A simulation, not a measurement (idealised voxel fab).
Module name: voxel transistor to metal (process module)
cross-section cut | 150 nm wide | cells 5 nm
Cross-section format: a grid of square cells, given as bands from top to bottom; each band is one or more rows of cells. Top height, bottom height, nm. Materials left to right, width each, nm. Single material + "edge to edge" = fills band edge to edge. "empty" = empty. Convention: height 0 is the level below which the wafer, as received, is all one material. The lowest band does not terminate at the bottom but continues downward, represented as "0 -> down". A two-number width, for instance "30..40", indicates that the width is equal to the first number in the top row of the band and to the second number in the bottom row, and that it changes by a constant amount per row of cells. For the purposes of this document, the phrase "same as before" attached to a step denotes that no cell within the cross-section was modified by that step. You'll see "Sealed internal voids" listing empty spaces that have no way open to the top, as long as they're 8 cells or more; the notation is width x height at distance, where the distance is from the left edge, and all of it is in nm. The remark found on a step's line after its settings is issued by the simulator itself and pertains to that step. "overlay nm" on a masked step: distance the mask lay right of its planned place, negative for left.
**So here's the lineup of process steps we planned**
| 1 | RECEIVE | material Si |
| 2 | OXIDIZE | depth nm 5 |
| 3 | CONFORMAL_DEP | material SiN | thk nm 10 |
| 4 | MASKED_ETCH | tone cover | mask id ACTIVE | width nm 115 | etch materials SiN | depth nm 10 | overlay nm 0 |
| 5 | MASKED_ETCH | tone cover | mask id ACTIVE | width nm 105 | etch materials SiO2 | depth nm 5 | overlay nm 0 |
| 6 | MASKED_ETCH | tone cover | mask id ACTIVE | width nm 115 | etch materials Si | depth nm 20 | overlay nm 0 |
| 7 | FILL_DEP | material SiO2 | thk nm 15 |
| 8 | CMP | height nm 10 |
| 9 | SELECTIVE_ETCH | etch materials SiO2 | depth nm 5 |
| 10 | STRIP | etch materials SiN |
| 11 | SELECTIVE_ETCH | etch materials SiO2 | depth nm 5 |
| 12 | OXIDIZE | depth nm 5 |
| 13 | DIRECTIONAL_DEP | material polySi | thk nm 30 |
| 14 | DIRECTIONAL_DEP | material SiCN | thk nm 15 |
| 15 | MASKED_ETCH | tone cover | mask id GATE | width nm 35 | etch materials SiCN | depth nm 25 | overlay nm 0 |
| 16 | MASKED_ETCH | tone cover | mask id GATE | width nm 35 | etch materials polySi | depth nm 40 | overlay nm 0 |
| 17 | CONFORMAL_DEP | material SiN | thk nm 5 |
| 18 | DIRECTIONAL_ETCH | etch materials SiN | depth nm 5 |
| 19 | DIRECTIONAL_ETCH | etch materials SiO2 | depth nm 5 |
| 20 | DIRECTIONAL_ETCH | etch materials Si | depth nm 5 |
| 21 | EPI | material nSi | thk nm 5 |
| 22 | FILL_DEP | material SiO2 | thk nm 10 |
| 23 | CMP | height nm 25 |
| 24 | STRIP | etch materials polySi |
| 25 | SELECTIVE_ETCH | etch materials SiO2 | depth nm 5 |
| 26 | CONFORMAL_DEP | material HfO2 | thk nm 5 |
| 27 | CONFORMAL_DEP | material TiN | thk nm 5 |
| 28 | FILL_DEP | material W | thk nm 5 |
| 29 | CMP | height nm 20 |
| 30 | DIRECTIONAL_DEP | material SiO2 | thk nm 15 |
| 31 | DIRECTIONAL_DEP | material aC | thk nm 15 |
| 32 | PATTERN | tone open | mask id CONTACT | material resist | width nm 15 | pitch nm 80 | thk nm 30 | overlay nm 0 |
| 33 | DIRECTIONAL_ETCH | etch materials aC | depth nm 15 |
| 34 | STRIP | etch materials resist |
| 35 | DIRECTIONAL_ETCH | etch materials SiO2 | depth nm 45 |
| 36 | STRIP | etch materials aC |
| 37 | CONFORMAL_DEP | material TiN | thk nm 5 |
| 38 | FILL_DEP | material W | thk nm 10 |
| 39 | CMP | height nm 35 |
| 40 | DIRECTIONAL_DEP | material TiN | thk nm 5 |
| 41 | DIRECTIONAL_DEP | material Ru | thk nm 25 |
| 42 | PATTERN | tone cover | mask id METAL_1 | material resist | width nm 15 | pitch nm 80 | thk nm 15 | overlay nm 0 |
| 43 | DIRECTIONAL_ETCH | etch materials Ru | depth nm 25 |
| 44 | DIRECTIONAL_ETCH | etch materials TiN | depth nm 5 |
| 45 | STRIP | etch materials resist |
| 46 | FILL_DEP | material lowk | thk nm 10 |
| 47 | CMP | height nm 65 |
| 48 | CONFORMAL_DEP | material SiN | thk nm 5 |
The wafers are alike at the start. At step 5, their width nm differs. The plan lists the first wafer's value.
**Here's the first of the wafers in cross-section, just as we got it, i.e. after step 1**
* 0 -> down  Si edge to edge
* Sealed internal voids: none
**Cross-sectional representation of the first of several wafers at the end of the module, i.e. after its terminal step, step 48**
* 70 -> 65  SiN edge to edge
* 65 -> 40  lowk=25 / Ru=15 / lowk=65 / Ru=15 / lowk=30
* 40 -> 35  lowk=25 / TiN=15 / lowk=65 / TiN=15 / lowk=30
* 35 -> 20  SiO2=25 / TiN=5 / W=5 / TiN=5 / SiO2=65 / TiN=5 / W=5 / TiN=5 / SiO2=30
* 20 -> 0  SiO2=25 / TiN=5 / W=5 / TiN=5 / SiO2=10 / SiN=5 / HfO2=5 / TiN=5 / W=15 / TiN=5 / HfO2=5 / SiN=5 / SiO2=10 / TiN=5 / W=5 / TiN=5 / SiO2=30
* 0 -> -5  SiO2=10 / SiN=5 / SiO2=10 / TiN=5 / W=5 / TiN=5 / SiO2=10 / SiN=5 / HfO2=5 / TiN=25 / HfO2=5 / SiN=5 / SiO2=10 / TiN=5 / W=5 / TiN=5 / SiO2=10 / SiN=5 / SiO2=15
* -5 -> -10  SiO2=25 / TiN=15 / SiO2=5 / nSi=5 / HfO2=45 / nSi=5 / SiO2=5 / TiN=15 / SiO2=30
* -10 -> -15  SiO2=15 / nSi=35 / Si=45 / nSi=35 / SiO2=20
* -15 -> -25  SiO2=15 / Si=115 / SiO2=20
* -25 -> down  Si edge to edge
* Sealed internal voids: none
**Last wafer, end of module, cross-section**
* 70 -> 65  SiN edge to edge
* 65 -> 40  lowk=25 / Ru=15 / lowk=65 / Ru=15 / lowk=30
* 40 -> 35  lowk=25 / TiN=15 / lowk=65 / TiN=15 / lowk=30
* 35 -> 20  SiO2=25 / TiN=5 / W=5 / TiN=5 / SiO2=65 / TiN=5 / W=5 / TiN=5 / SiO2=30
* 20 -> 0  SiO2=25 / TiN=5 / W=5 / TiN=5 / SiO2=10 / SiN=5 / HfO2=5 / TiN=5 / W=15 / TiN=5 / HfO2=5 / SiN=5 / SiO2=10 / TiN=5 / W=5 / TiN=5 / SiO2=30
* 0 -> -5  SiO2=10 / SiN=5 / SiO2=10 / TiN=5 / W=5 / TiN=5 / SiO2=10 / SiN=5 / HfO2=5 / TiN=25 / HfO2=5 / SiN=5 / SiO2=10 / TiN=5 / W=5 / TiN=5 / SiO2=10 / SiN=5 / SiO2=15
* -5 -> -10  SiO2=25 / TiN=15 / SiO2=5 / nSi=5 / HfO2=45 / nSi=5 / SiO2=5 / TiN=15 / SiO2=5 / nSi=5 / SiO2=20
* -10 -> -15  SiO2=15 / nSi=35 / Si=45 / nSi=35 / Si=5 / SiO2=15
* -15 -> -25  SiO2=15 / Si=120 / SiO2=15
* -25 -> down  Si edge to edge
* Sealed internal voids: none
**The rows of the table below are wafers. Looking at the end of the module, a row counts, for every material, the cells the wafer has gained, shown as (+), or lost, shown as (-), since it was received; its closed voids come next**
width nm 105, +19 HfO2, +30 Ru, -95 Si, +42 SiN, +179 SiO2, +57 TiN, +28 W, +144 lowk, +16 nSi, Sealed internal voids: none
width nm 110, +19 HfO2, +30 Ru, -95 Si, +42 SiN, +179 SiO2, +57 TiN, +28 W, +144 lowk, +16 nSi, Sealed internal voids: none
width nm 115, +19 HfO2, +30 Ru, -95 Si, +42 SiN, +179 SiO2, +57 TiN, +28 W, +144 lowk, +16 nSi, Sealed internal voids: none
width nm 120, +19 HfO2, +30 Ru, -92 Si, +42 SiN, +175 SiO2, +57 TiN, +28 W, +144 lowk, +17 nSi, Sealed internal voids: none
